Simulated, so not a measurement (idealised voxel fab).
process module | voxel capacitor over wiring
cross-section cut | 280 nm wide | cells 5 nm
A cross-section is a grid of square cells, given in bands from the top down. A band is one or more rows of cells.
Each band's line starts with the height of the band's top and of its bottom, in nm. Then come its materials from left to right, each with its width in nm. One material with "throughout" fills the band from edge to edge. "air" is empty space.
Height 0 is the level under which the wafer as received is all one material. The lowest band goes on downwards, as in "0 down".
A width such as "30 to 40" changes by the same amount from each row of cells to the next, from the band's top row to its bottom row.
"no change" after a step means that no cell of the cross-section changed.
closed voids: empty space of 8 cells or more with no open way to the top, each as width x height at its distance from the left edge, in nm
after a step's settings: what the simulator itself notes on the step
overlay nm, on a step with a mask: how far to the right of its planned place the mask lay; to the left if negative
plan
1 op RECEIVE | material Si
2 op CONFORMAL_DEP | material SiO2 | thk nm 15
3 op CONFORMAL_DEP | material SiN | thk nm 5
4 op DIRECTIONAL_DEP | material lowk | thk nm 20
5 op PATTERN | tone open | mask id METAL_1 | material resist | width nm 30 | pitch nm 80 | thk nm 15 | overlay nm 0
6 op DIRECTIONAL_ETCH | etch materials lowk | depth nm 20
7 op DIRECTIONAL_ETCH | etch materials SiN | depth nm 5
8 op STRIP | etch materials resist
9 op CONFORMAL_DEP | material TiN | thk nm 5
10 op FILL_DEP | material W | thk nm 5
11 op CMP | height nm 40
12 op CONFORMAL_DEP | material SiCN | thk nm 5
13 op DIRECTIONAL_DEP | material SiO2 | thk nm 10
14 op DIRECTIONAL_DEP | material aC | thk nm 10
15 op PATTERN | tone open | mask id PLUG_1 | material resist | width nm 15 | thk nm 30 | overlay nm 0
16 op DIRECTIONAL_ETCH | etch materials aC | depth nm 10
17 op STRIP | etch materials resist
18 op DIRECTIONAL_ETCH | etch materials SiO2 | depth nm 10
19 op DIRECTIONAL_ETCH | etch materials SiCN | depth nm 5
20 op STRIP | etch materials aC
21 op CONFORMAL_DEP | material TiN | thk nm 5
22 op FILL_DEP | material Ru | thk nm 5
23 op CMP | height nm 55
24 op DIRECTIONAL_DEP | material TiN | thk nm 10
25 op DIRECTIONAL_DEP | material Al2O3 | thk nm 5
26 op DIRECTIONAL_DEP | material TiN | thk nm 5
27 op MASKED_ETCH | tone cover | mask id UPPER_PLATE | width nm 55 | etch materials TiN | depth nm 5 | overlay nm 0
28 op MASKED_ETCH | tone cover | mask id UPPER_PLATE | width nm 55 | etch materials Al2O3 | depth nm 5 | overlay nm 0
29 op PATTERN | tone cover | mask id LOWER_PLATE | material resist | width nm 65 | thk nm 15 | overlay nm 0
30 op DIRECTIONAL_ETCH | etch materials TiN | depth nm 10
31 op STRIP | etch materials resist
32 op FILL_DEP | material SiO2 | thk nm 15
33 op CMP | height nm 85
34 op PATTERN | tone open | mask id PLUG_2 | material resist | width nm 15 | thk nm 15 | overlay nm 0
35 op DIRECTIONAL_ETCH | etch materials SiO2 | depth nm 10
36 op STRIP | etch materials resist
37 op CONFORMAL_DEP | material TiN | thk nm 5
38 op FILL_DEP | material Cu | thk nm 5
39 op CMP | height nm 85
40 op CONFORMAL_DEP | material SiCN | thk nm 5
as received, after step 1
  0 down: Si throughout
  closed voids: none
a wafer at the end: this start, this plan, one mistake
  90 to 85: SiCN throughout
  85 to 80: SiO2 105 | TiN 5 | Cu 15 | TiN 5 | SiO2 150
  80 to 70: SiO2 105 to 100 | TiN 25 to 55 | SiO2 150 to 125
  70 to 65: SiO2 100 | Al2O3 55 | SiO2 125
  65 to 55: SiO2 95 | TiN 65 | SiO2 120
  55 to 45: SiO2 100 | TiN 5 | Ru 5 | TiN 5 | SiO2 165
  45 to 40: SiCN 100 | TiN 15 | SiCN 165
  40 to 20: lowk 85 | TiN 5 | W 20 | TiN 5 | lowk 50 | TiN 5 | W 20 | TiN 5 | lowk 85
  20 to 15: SiN 85 | TiN 30 | SiN 50 | TiN 30 | SiN 85
  15 to 0: SiO2 throughout
  0 down: Si throughout
  closed voids: none
what went wrong: step 34 ran as: op PATTERN | tone open | mask id PLUG_2 | material resist | width nm 25 | thk nm 15 | overlay nm 0
